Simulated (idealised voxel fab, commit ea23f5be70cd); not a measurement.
A process module follows: voxel wiring stack.
Cross-section cut: width 270 nm, square cells of 5 nm.
We lay out every cross-section as a grid of square cells and spell it out in bands from the top down, where one band means one or more rows of cells. In this notation a band is specified by the heights of its top and bottom, in that order and in nm, after which its materials appear from left to right, each paired with its width in nm. The word "full width" attached to a single material means that material fills the band from edge to edge; the word "empty" stands for empty space. A quick word on heights: they are counted from 0, and under that level the wafer as it came to us is one material throughout. The lowest band is different from the rest in having no bottom; it simply continues downward, written as in "z 0 and below". A width such as "30 to 40" changes by the same amount from each row of cells to the next, from the band's top row to its bottom row. Given "no modifications" for a step, no cell of the cross-section differs between before and after that step. Look at "Closed void register" for the closed voids: empty spaces with no open path to the top, sized 8 cells or up. Each is width x height at distance, distance from the left edge, all nm. Step line, after settings: the simulator's comment on this step. "overlay nm" answers the question of how far to the right of plan the mask lay on a step that has a mask, and when it is negative the answer is to the left.

PROCESS STEPS FORESEEN IN THE PLAN
1. RECEIVE: material Si
2. CONFORMAL_DEP: material SiO2, thk nm 10
3. DIRECTIONAL_DEP: material TiN, thk nm 5
4. DIRECTIONAL_DEP: material W, thk nm 25
5. DIRECTIONAL_DEP: material aC, thk nm 15
6. PATTERN: tone cover, mask id METAL_1, material resist, width nm 25, pitch nm 45, thk nm 30, overlay nm 0
7. DIRECTIONAL_ETCH: etch materials aC, depth nm 15
8. STRIP: etch materials resist
9. DIRECTIONAL_ETCH: etch materials W, depth nm 25
10. DIRECTIONAL_ETCH: etch materials TiN, depth nm 5
11. STRIP: etch materials aC
12. FILL_DEP: material lowk, thk nm 10
13. CMP: height nm 40
14. CONFORMAL_DEP: material SiCN, thk nm 5
15. DIRECTIONAL_DEP: material SiO2, thk nm 10
16. DIRECTIONAL_DEP: material aC, thk nm 10
17. PATTERN: tone open, mask id PLUG_1, material resist, width nm 15, thk nm 25, overlay nm 0
18. DIRECTIONAL_ETCH: etch materials aC, depth nm 10
19. STRIP: etch materials resist
20. DIRECTIONAL_ETCH: etch materials SiO2, depth nm 10
21. DIRECTIONAL_ETCH: etch materials SiCN, depth nm 5
22. STRIP: etch materials aC
23. EPI: material Ru, thk nm 10
24. EPI: material Ru, thk nm 5
25. CONFORMAL_DEP: material SiN, thk nm 5
26. DIRECTIONAL_DEP: material lowk, thk nm 25
27. DIRECTIONAL_DEP: material aC, thk nm 15
28. PATTERN: tone open, mask id METAL_2, material resist, width nm 25, pitch nm 45, thk nm 30, overlay nm 0
29. DIRECTIONAL_ETCH: etch materials aC, depth nm 15
30. STRIP: etch materials resist
31. DIRECTIONAL_ETCH: etch materials lowk, depth nm 25
32. DIRECTIONAL_ETCH: etch materials SiN, depth nm 5
33. STRIP: etch materials aC
34. CONFORMAL_DEP: material TiN, thk nm 5
35. FILL_DEP: material Ru, thk nm 5
36. CMP: height nm 85
37. CONFORMAL_DEP: material SiN, thk nm 5

AS-RECEIVED WAFER CROSS-SECTION (AFTER STEP 1)
z 0 and below: Si full width
Closed void register: none

A WAFER AT THE END: THIS START, THIS PLAN, ONE MISTAKE
z 90 to 85: SiN full width
z 85 to 60: lowk=95  TiN=5  Ru=15  TiN=5  lowk=20  TiN=5  Ru=15  TiN=5  lowk=105
z 60 to 55: SiN=95  TiN=25  SiN=20  TiN=25  SiN=105
z 55 to 45: SiO2=100  Ru=15  SiO2=155
z 45 to 40: SiCN=100  Ru=15  SiCN=155
z 40 to 15: lowk=100  W=25  lowk=20  W=25  lowk=100
z 15 to 10: lowk=100  TiN=25  lowk=20  TiN=25  lowk=100
z 10 to 0: SiO2 full width
z 0 and below: Si full width
Closed void register: none
Run error: step 28 ran differently from the plan; actual operation with settings: PATTERN: tone open, mask id METAL_2, material resist, width nm 25, pitch nm 45, thk nm 30, overlay nm -5
